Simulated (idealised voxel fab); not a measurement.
The document below concerns the process module designated voxel self aligned vias.
FYI the section here is cut, 170 nm wide, cells are 5 nm squares.
When this document writes out a cross-section, it uses a grid of square cells and lists it as bands, beginning at the top and moving down, with a band standing for one or more rows of cells.
What a band's entry tells you: where the top is and where the bottom is, as heights in nm, and after that what lies inside, material by material from left to right, each with its width in nm. Empty space is written as the word "blank", and a single material marked with the word "throughout" occupies the band from edge to edge.
Heights are measured from 0, the level below which the as-received wafer is all one material; the lowest band has no bottom and continues downward, written as in "0 nm and below".
The two numbers in a width such as "30 to 40" mark its ends across the band: the first belongs to the top row of cells, the second to the bottom row, and from each row to the next the width moves by the same amount.
The designation "same as before", where it is given for a processing step, indicates that no cell of the cross-section was altered in the course of that step.
Heads up: "Enclosed void catalog" only lists the empty pockets with no open path to the top that are 8 cells or more, and it writes them as width x height at distance, distance from the left edge, in nm.
Post-settings text on a step line: simulator's own remark regarding the step.
What "overlay nm" on a step's line means: if the step has a mask, that mask lay this far to the right of its planned place, or, when the value is negative, to the left.

Listed below are the process steps as planned:
1 op RECEIVE | material Si
2 op CONFORMAL_DEP | material SiO2 | thk nm 15
3 op CONFORMAL_DEP | material SiCN | thk nm 5
4 op DIRECTIONAL_DEP | material lowk | thk nm 30
5 op MASKED_ETCH | tone open | mask id LINES | width nm 20 | pitch nm 50 | etch materials lowk | depth nm 30 | overlay nm 0
6 op CONFORMAL_DEP | material TiN | thk nm 5
7 op FILL_DEP | material Ru | thk nm 10
8 op CMP | height nm 50
9 op SELECTIVE_ETCH | etch materials W Ru TiN | depth nm 5
10 op FILL_DEP | material SiN | thk nm 10
11 op CMP | height nm 50
12 op DIRECTIONAL_DEP | material lowk | thk nm 15
13 op MASKED_ETCH | tone open | mask id VIAS | width nm 30 | pitch nm 50 | etch materials lowk | depth nm 15 | overlay nm 0
14 op MASKED_ETCH | tone open | mask id VIAS | width nm 30 | pitch nm 50 | etch materials SiN | depth nm 5 | overlay nm 0
15 op CONFORMAL_DEP | material TiN | thk nm 5
16 op FILL_DEP | material Cu | thk nm 5
17 op CMP | height nm 65
18 op CONFORMAL_DEP | material SiN | thk nm 5

Wafer, first of two, run as planned:

As received (post step 1): cross-section:
0 nm and below  Si throughout
Enclosed void catalog: none

State of the wafer after step 2, shown in cross-section:
15 nm to 0 nm  SiO2 throughout
Rest of section, below 0: as before.

State of the wafer after step 3, shown in cross-section:
20 nm to 15 nm  SiCN throughout
Rest of section, below 15: as before.

State of the wafer after step 4, shown in cross-section:
50 nm to 20 nm  lowk throughout
Rest of section, below 20: as before.

State of the wafer after step 5, shown in cross-section:
50 nm to 20 nm  lowk 50 nm, then blank 20 nm, then lowk 30 nm, then blank 20 nm, then lowk 50 nm
Rest of section, below 20: as before.

State of the wafer after step 6, shown in cross-section:
55 nm to 50 nm  TiN 55 nm, then blank 10 nm, then TiN 40 nm, then blank 10 nm, then TiN 55 nm
50 nm to 25 nm  lowk 50 nm, then TiN 5 nm, then blank 10 nm, then TiN 5 nm, then lowk 30 nm, then TiN 5 nm, then blank 10 nm, then TiN 5 nm, then lowk 50 nm
25 nm to 20 nm  lowk 50 nm, then TiN 20 nm, then lowk 30 nm, then TiN 20 nm, then lowk 50 nm
Rest of section, below 20: as before.

State of the wafer after step 7, shown in cross-section:
65 nm to 55 nm  Ru throughout
55 nm to 50 nm  TiN 55 nm, then Ru 10 nm, then TiN 40 nm, then Ru 10 nm, then TiN 55 nm
50 nm to 25 nm  lowk 50 nm, then TiN 5 nm, then Ru 10 nm, then TiN 5 nm, then lowk 30 nm, then TiN 5 nm, then Ru 10 nm, then TiN 5 nm, then lowk 50 nm
Rest of section, below 25: as before.

State of the wafer after step 8, shown in cross-section:
50 nm to 25 nm  lowk 50 nm, then TiN 5 nm, then Ru 10 nm, then TiN 5 nm, then lowk 30 nm, then TiN 5 nm, then Ru 10 nm, then TiN 5 nm, then lowk 50 nm
Rest of section, below 25: as before.

State of the wafer after step 9, shown in cross-section:
50 nm to 45 nm  lowk 50 nm, then blank 20 nm, then lowk 30 nm, then blank 20 nm, then lowk 50 nm
Rest of section, below 45: as before.

State of the wafer after step 10, shown in cross-section:
60 nm to 50 nm  SiN throughout
50 nm to 45 nm  lowk 50 nm, then SiN 20 nm, then lowk 30 nm, then SiN 20 nm, then lowk 50 nm
Rest of section, below 45: as before.

State of the wafer after step 11, shown in cross-section:
50 nm to 45 nm  lowk 50 nm, then SiN 20 nm, then lowk 30 nm, then SiN 20 nm, then lowk 50 nm
Rest of section, below 45: as before.

State of the wafer after step 12, shown in cross-section:
65 nm to 50 nm  lowk throughout
Rest of section, below 50: as before.

State of the wafer after step 13, shown in cross-section:
65 nm to 50 nm  lowk 45 nm, then blank 30 nm, then lowk 20 nm, then blank 30 nm, then lowk 45 nm
Rest of section, below 50: as before.

State of the wafer after step 14, shown in cross-section:
65 nm to 50 nm  lowk 45 nm, then blank 30 nm, then lowk 20 nm, then blank 30 nm, then lowk 45 nm
50 nm to 45 nm  lowk 50 nm, then blank 20 nm, then lowk 30 nm, then blank 20 nm, then lowk 50 nm
Rest of section, below 45: as before.

State of the wafer after step 15, shown in cross-section:
70 nm to 65 nm  TiN 50 nm, then blank 20 nm, then TiN 30 nm, then blank 20 nm, then TiN 50 nm
65 nm to 55 nm  lowk 45 nm, then TiN 5 nm, then blank 20 nm, then TiN 5 nm, then lowk 20 nm, then TiN 5 nm, then blank 20 nm, then TiN 5 nm, then lowk 45 nm
55 nm to 50 nm  lowk 45 nm, then TiN 10 nm, then blank 10 nm, then TiN 10 nm, then lowk 20 nm, then TiN 10 nm, then blank 10 nm, then TiN 10 nm, then lowk 45 nm
50 nm to 45 nm  lowk 50 nm, then TiN 20 nm, then lowk 30 nm, then TiN 20 nm, then lowk 50 nm
Rest of section, below 45: as before.

State of the wafer after step 16, shown in cross-section:
75 nm to 70 nm  Cu throughout
70 nm to 65 nm  TiN 50 nm, then Cu 20 nm, then TiN 30 nm, then Cu 20 nm, then TiN 50 nm
65 nm to 55 nm  lowk 45 nm, then TiN 5 nm, then Cu 20 nm, then TiN 5 nm, then lowk 20 nm, then TiN 5 nm, then Cu 20 nm, then TiN 5 nm, then lowk 45 nm
55 nm to 50 nm  lowk 45 nm, then TiN 10 nm, then Cu 10 nm, then TiN 10 nm, then lowk 20 nm, then TiN 10 nm, then Cu 10 nm, then TiN 10 nm, then lowk 45 nm
Rest of section, below 50: as before.

State of the wafer after step 17, shown in cross-section:
65 nm to 55 nm  lowk 45 nm, then TiN 5 nm, then Cu 20 nm, then TiN 5 nm, then lowk 20 nm, then TiN 5 nm, then Cu 20 nm, then TiN 5 nm, then lowk 45 nm
Rest of section, below 55: as before.

State of the wafer after step 18, shown in cross-section:
70 nm to 65 nm  SiN throughout
Rest of section, below 65: as before.

second wafer: like start, like plan, one mistake. Through step 12 it matches the first wafer:

At the planned end of step 13, the second wafer in cross-section:
65 nm to 50 nm  blank 45 nm, then lowk 30 nm, then blank 20 nm, then lowk 30 nm, then blank 45 nm
Rest of section, below 50: as before.

At the planned end of step 14, the second wafer in cross-section: same as before

At the planned end of step 15, the second wafer in cross-section:
70 nm to 65 nm  blank 40 nm, then TiN 40 nm, then blank 10 nm, then TiN 40 nm, then blank 40 nm
65 nm to 55 nm  blank 40 nm, then TiN 5 nm, then lowk 30 nm, then TiN 5 nm, then blank 10 nm, then TiN 5 nm, then lowk 30 nm, then TiN 5 nm, then blank 40 nm
55 nm to 50 nm  TiN 45 nm, then lowk 30 nm, then TiN 20 nm, then lowk 30 nm, then TiN 45 nm
Rest of section, below 50: as before.

At the planned end of step 16, the second wafer in cross-section:
75 nm to 70 nm  Cu throughout
70 nm to 65 nm  Cu 40 nm, then TiN 40 nm, then Cu 10 nm, then TiN 40 nm, then Cu 40 nm
65 nm to 55 nm  Cu 40 nm, then TiN 5 nm, then lowk 30 nm, then TiN 5 nm, then Cu 10 nm, then TiN 5 nm, then lowk 30 nm, then TiN 5 nm, then Cu 40 nm
Rest of section, below 55: as before.

At the planned end of step 17, the second wafer in cross-section:
65 nm to 55 nm  Cu 40 nm, then TiN 5 nm, then lowk 30 nm, then TiN 5 nm, then Cu 10 nm, then TiN 5 nm, then lowk 30 nm, then TiN 5 nm, then Cu 40 nm
Rest of section, below 55: as before.

At the planned end of step 18, the second wafer in cross-section:
70 nm to 65 nm  SiN throughout
Rest of section, below 65: as before.
Which mistake was made when the wafer was run? note that step 13 departed from the planned setting and was carried out as op MASKED_ETCH | tone cover | mask id VIAS | width nm 30 | pitch nm 50 | etch materials lowk | depth nm 15 | overlay nm 0
Upon completion, the second wafer contains, in terms of cells, a greater or smaller amount of certain materials than the first wafer: Cu +16 | SiN +8 | TiN +6 | lowk -30
